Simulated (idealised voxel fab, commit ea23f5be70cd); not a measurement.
process module | voxel capacitor over wiring
cross-section cut | 300 nm wide | cells 5 nm
A cross-section is a grid of square cells, given in bands from the top down. A band is one or more rows of cells.
Each band's line starts with the height of the band's top and of its bottom, in nm. Then come its materials from left to right, each with its width in nm. One material with "throughout" fills the band from edge to edge. "air" is empty space.
Height 0 is the level under which the wafer as received is all one material. The lowest band goes on downwards, as in "0 down".
A width such as "30 to 40" changes by the same amount from each row of cells to the next, from the band's top row to its bottom row.
"no change" after a step means that no cell of the cross-section changed.
closed voids: empty space of 8 cells or more with no open way to the top, each as width x height at its distance from the left edge, in nm
after a step's settings: what the simulator itself notes on the step
overlay nm, on a step with a mask: how far to the right of its planned place the mask lay; to the left if negative
plan
1 op RECEIVE | material Si
2 op CONFORMAL_DEP | material SiO2 | thk nm 10
3 op DIRECTIONAL_DEP | material TiN | thk nm 5
4 op DIRECTIONAL_DEP | material W | thk nm 25
5 op PATTERN | tone cover | mask id METAL_1 | material resist | width nm 20 | pitch nm 85 | thk nm 20 | overlay nm 0
6 op DIRECTIONAL_ETCH | etch materials W | depth nm 25
7 op DIRECTIONAL_ETCH | etch materials TiN | depth nm 5
8 op STRIP | etch materials resist
9 op FILL_DEP | material SiO2 | thk nm 10
10 op CMP | height nm 40
11 op CONFORMAL_DEP | material SiCN | thk nm 5
12 op DIRECTIONAL_DEP | material SiO2 | thk nm 20
13 op DIRECTIONAL_DEP | material aC | thk nm 15
14 op PATTERN | tone open | mask id PLUG_1 | material resist | width nm 15 | thk nm 35 | overlay nm 0
15 op DIRECTIONAL_ETCH | etch materials aC | depth nm 15
16 op STRIP | etch materials resist
17 op DIRECTIONAL_ETCH | etch materials SiO2 | depth nm 20
18 op DIRECTIONAL_ETCH | etch materials SiCN | depth nm 5
19 op STRIP | etch materials aC
20 op CONFORMAL_DEP | material TiN | thk nm 5
21 op FILL_DEP | material Cu | thk nm 10
22 op CMP | height nm 65
23 op DIRECTIONAL_DEP | material TiN | thk nm 10
24 op DIRECTIONAL_DEP | material Al2O3 | thk nm 5
25 op DIRECTIONAL_DEP | material TiN | thk nm 5
26 op DIRECTIONAL_DEP | material aC | thk nm 10
27 op PATTERN | tone cover | mask id UPPER_PLATE | material resist | width nm 70 | thk nm 30 | overlay nm 0
28 op DIRECTIONAL_ETCH | etch materials aC | depth nm 10
29 op STRIP | etch materials resist
30 op DIRECTIONAL_ETCH | etch materials TiN | depth nm 5
31 op DIRECTIONAL_ETCH | etch materials Al2O3 | depth nm 5
32 op STRIP | etch materials aC
33 op DIRECTIONAL_DEP | material aC | thk nm 10
34 op PATTERN | tone cover | mask id LOWER_PLATE | material resist | width nm 80 | thk nm 30 | overlay nm 0
35 op DIRECTIONAL_ETCH | etch materials aC | depth nm 10
36 op STRIP | etch materials resist
37 op DIRECTIONAL_ETCH | etch materials TiN | depth nm 10
38 op STRIP | etch materials aC
39 op FILL_DEP | material SiO2 | thk nm 20
40 op CMP | height nm 100
41 op PATTERN | tone open | mask id PLUG_2 | material resist | width nm 15 | thk nm 15 | overlay nm 0
42 op DIRECTIONAL_ETCH | etch materials SiO2 | depth nm 15
43 op STRIP | etch materials resist
44 op CONFORMAL_DEP | material TiN | thk nm 5
45 op FILL_DEP | material W | thk nm 10
46 op CMP | height nm 100
47 op CONFORMAL_DEP | material SiCN | thk nm 5
as received, after step 1
  0 down: Si throughout
  closed voids: none
a wafer at the end: this start, this plan, one mistake
  105 to 100: SiCN throughout
  100 to 90: SiO2 110 | TiN 5 | W 5 | TiN 5 | SiO2 175
  90 to 80: SiO2 110 to 100 | TiN 15 to 70 | SiO2 175 to 130
  80 to 75: SiO2 100 | Al2O3 70 | SiO2 130
  75 to 65: SiO2 95 | TiN 80 | SiO2 125
  65 to 60: SiCN 100 | TiN 15 | SiCN 185
  60 to 40: SiCN throughout
  40 to 15: SiO2 95 | W 20 | SiO2 65 | W 20 | SiO2 100
  15 to 10: SiO2 95 | TiN 20 | SiO2 65 | TiN 20 | SiO2 100
  10 to 0: SiO2 throughout
  0 down: Si throughout
  closed voids: none
what went wrong: step 12 ran as: op DIRECTIONAL_DEP | material SiCN | thk nm 20
